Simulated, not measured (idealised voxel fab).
A process module follows: voxel spacer lines.
Section cut is 200 nm wide and gridded with 5 nm square cells.
Throughout this document, each cross-section is represented as a grid of square cells and is presented as a sequence of bands enumerated from the top downward, where a band comprises one or more rows of cells. Per band: top height and bottom height in nm, followed by the left-to-right materials and their widths in nm; "throughout" marks a single material spanning edge to edge, "air" marks empty space. Height 0 is the level under which the wafer as received is all one material. The lowest band goes on downwards, as in "0 down". So if you see something like "30..40" for the width, read it as the top row of the band sitting at the first number and the bottom row at the second, with every row in between moving by the same amount as the last. "no modification", as given for a step, is the statement that not any cell of the cross-section underwent a change during that step. You'll see "Closed internal voids" listing empty spaces that have no way open to the top, as long as they're 8 cells or more; the notation is width x height at distance, where the distance is from the left edge, and all of it is in nm. On a step's line, text after the settings is the simulator commenting on that step. overlay nm: mask right of planned place by this much (step with mask). Neg. = left.
-- The following list gives the planned process steps
step 1: RECEIVE with material Si
step 2: CONFORMAL_DEP with material Al2O3, thk nm 5
step 3: DIRECTIONAL_DEP with material SiN, thk nm 15
step 4: DIRECTIONAL_DEP with material polySi, thk nm 30
step 5: PATTERN with tone cover, mask id MANDREL, material resist, width nm 25, pitch nm 70, thk nm 40, overlay nm 0
step 6: DIRECTIONAL_ETCH with etch materials polySi, depth nm 30
step 7: STRIP with etch materials resist
step 8: CONFORMAL_DEP with material SiO2, thk nm 10
step 9: DIRECTIONAL_ETCH with etch materials SiO2, depth nm 10
step 10: STRIP with etch materials polySi
step 11: DIRECTIONAL_ETCH with etch materials SiN, depth nm 15
step 12: STRIP with etch materials SiO2
-- First of two wafers, with the run carried out as planned
-- So this is the incoming wafer in cross-section - it's already been through step 1
* 0 down | Si throughout
* Closed internal voids: none
-- Step 2 done - wafer cross-section
* 5 to 0 | Al2O3 throughout
* Under 0: no change, same as before.
-- Step 3 done - wafer cross-section
* 20 to 5 | SiN throughout
* Under 5: no change, same as before.
-- Step 4 done - wafer cross-section
* 50 to 20 | polySi throughout
* Under 20: no change, same as before.
-- Step 5 done - wafer cross-section
* 90 to 50 | air (15) | resist (25) | air (45) | resist (25) | air (45) | resist (25) | air (20)
* Under 50: no change, same as before.
-- Step 6 done - wafer cross-section
* 90 to 50 | air (15) | resist (25) | air (45) | resist (25) | air (45) | resist (25) | air (20)
* 50 to 20 | air (15) | polySi (25) | air (45) | polySi (25) | air (45) | polySi (25) | air (20)
* Under 20: no change, same as before.
-- Step 7 done - wafer cross-section
* 50 to 20 | air (15) | polySi (25) | air (45) | polySi (25) | air (45) | polySi (25) | air (20)
* Under 20: no change, same as before.
-- Step 8 done - wafer cross-section
* 60 to 50 | air (5) | SiO2 (45) | air (25) | SiO2 (45) | air (25) | SiO2 (45) | air (10)
* 50 to 30 | air (5) | SiO2 (10) | polySi (25) | SiO2 (10) | air (25) | SiO2 (10) | polySi (25) | SiO2 (10) | air (25) | SiO2 (10) | polySi (25) | SiO2 (10) | air (10)
* 30 to 20 | SiO2 (15) | polySi (25) | SiO2 (45) | polySi (25) | SiO2 (45) | polySi (25) | SiO2 (20)
* Under 20: no change, same as before.
-- Step 9 done - wafer cross-section
* 50 to 20 | air (5) | SiO2 (10) | polySi (25) | SiO2 (10) | air (25) | SiO2 (10) | polySi (25) | SiO2 (10) | air (25) | SiO2 (10) | polySi (25) | SiO2 (10) | air (10)
* Under 20: no change, same as before.
-- Step 10 done - wafer cross-section
* 50 to 20 | air (5) | SiO2 (10) | air (25) | SiO2 (10) | air (25) | SiO2 (10) | air (25) | SiO2 (10) | air (25) | SiO2 (10) | air (25) | SiO2 (10) | air (10)
* Under 20: no change, same as before.
-- Step 11 done - wafer cross-section
* 50 to 20 | air (5) | SiO2 (10) | air (25) | SiO2 (10) | air (25) | SiO2 (10) | air (25) | SiO2 (10) | air (25) | SiO2 (10) | air (25) | SiO2 (10) | air (10)
* 20 to 5 | air (5) | SiN (10) | air (25) | SiN (10) | air (25) | SiN (10) | air (25) | SiN (10) | air (25) | SiN (10) | air (25) | SiN (10) | air (10)
* Under 5: no change, same as before.
-- Step 12 done - wafer cross-section
* 20 to 5 | air (5) | SiN (10) | air (25) | SiN (10) | air (25) | SiN (10) | air (25) | SiN (10) | air (25) | SiN (10) | air (25) | SiN (10) | air (10)
* Under 5: no change, same as before.
-- Wafer two of the pair: same origin, same plan, one error during the run; identical to wafer one up to and including step 1
Second wafer, section view, time point: scheduled end of step 2: no modification
-- Second wafer, section view, time point: scheduled end of step 3
* 15 to 0 | SiN throughout
* Under 0: no change, same as before.
-- Second wafer, section view, time point: scheduled end of step 4
* 45 to 15 | polySi throughout
* Under 15: no change, same as before.
-- Second wafer, section view, time point: scheduled end of step 5
* 85 to 45 | air (15) | resist (25) | air (45) | resist (25) | air (45) | resist (25) | air (20)
* Under 45: no change, same as before.
-- Second wafer, section view, time point: scheduled end of step 6
* 85 to 45 | air (15) | resist (25) | air (45) | resist (25) | air (45) | resist (25) | air (20)
* 45 to 15 | air (15) | polySi (25) | air (45) | polySi (25) | air (45) | polySi (25) | air (20)
* Under 15: no change, same as before.
-- Second wafer, section view, time point: scheduled end of step 7
* 45 to 15 | air (15) | polySi (25) | air (45) | polySi (25) | air (45) | polySi (25) | air (20)
* Under 15: no change, same as before.
-- Second wafer, section view, time point: scheduled end of step 8
* 55 to 45 | air (5) | SiO2 (45) | air (25) | SiO2 (45) | air (25) | SiO2 (45) | air (10)
* 45 to 25 | air (5) | SiO2 (10) | polySi (25) | SiO2 (10) | air (25) | SiO2 (10) | polySi (25) | SiO2 (10) | air (25) | SiO2 (10) | polySi (25) | SiO2 (10) | air (10)
* 25 to 15 | SiO2 (15) | polySi (25) | SiO2 (45) | polySi (25) | SiO2 (45) | polySi (25) | SiO2 (20)
* Under 15: no change, same as before.
-- Second wafer, section view, time point: scheduled end of step 9
* 45 to 15 | air (5) | SiO2 (10) | polySi (25) | SiO2 (10) | air (25) | SiO2 (10) | polySi (25) | SiO2 (10) | air (25) | SiO2 (10) | polySi (25) | SiO2 (10) | air (10)
* Under 15: no change, same as before.
-- Second wafer, section view, time point: scheduled end of step 10
* 45 to 15 | air (5) | SiO2 (10) | air (25) | SiO2 (10) | air (25) | SiO2 (10) | air (25) | SiO2 (10) | air (25) | SiO2 (10) | air (25) | SiO2 (10) | air (10)
* Under 15: no change, same as before.
-- Second wafer, section view, time point: scheduled end of step 11
* 45 to 15 | air (5) | SiO2 (10) | air (25) | SiO2 (10) | air (25) | SiO2 (10) | air (25) | SiO2 (10) | air (25) | SiO2 (10) | air (25) | SiO2 (10) | air (10)
* 15 to 0 | air (5) | SiN (10) | air (25) | SiN (10) | air (25) | SiN (10) | air (25) | SiN (10) | air (25) | SiN (10) | air (25) | SiN (10) | air (10)
* Under 0: no change, same as before.
-- Second wafer, section view, time point: scheduled end of step 12
* 15 to 0 | air (5) | SiN (10) | air (25) | SiN (10) | air (25) | SiN (10) | air (25) | SiN (10) | air (25) | SiN (10) | air (25) | SiN (10) | air (10)
* Under 0: no change, same as before.
Here's what went sideways: step 2 from the plan never happened, it was just skipped
at the end the second wafer has, in cells: Al2O3: 40 fewer
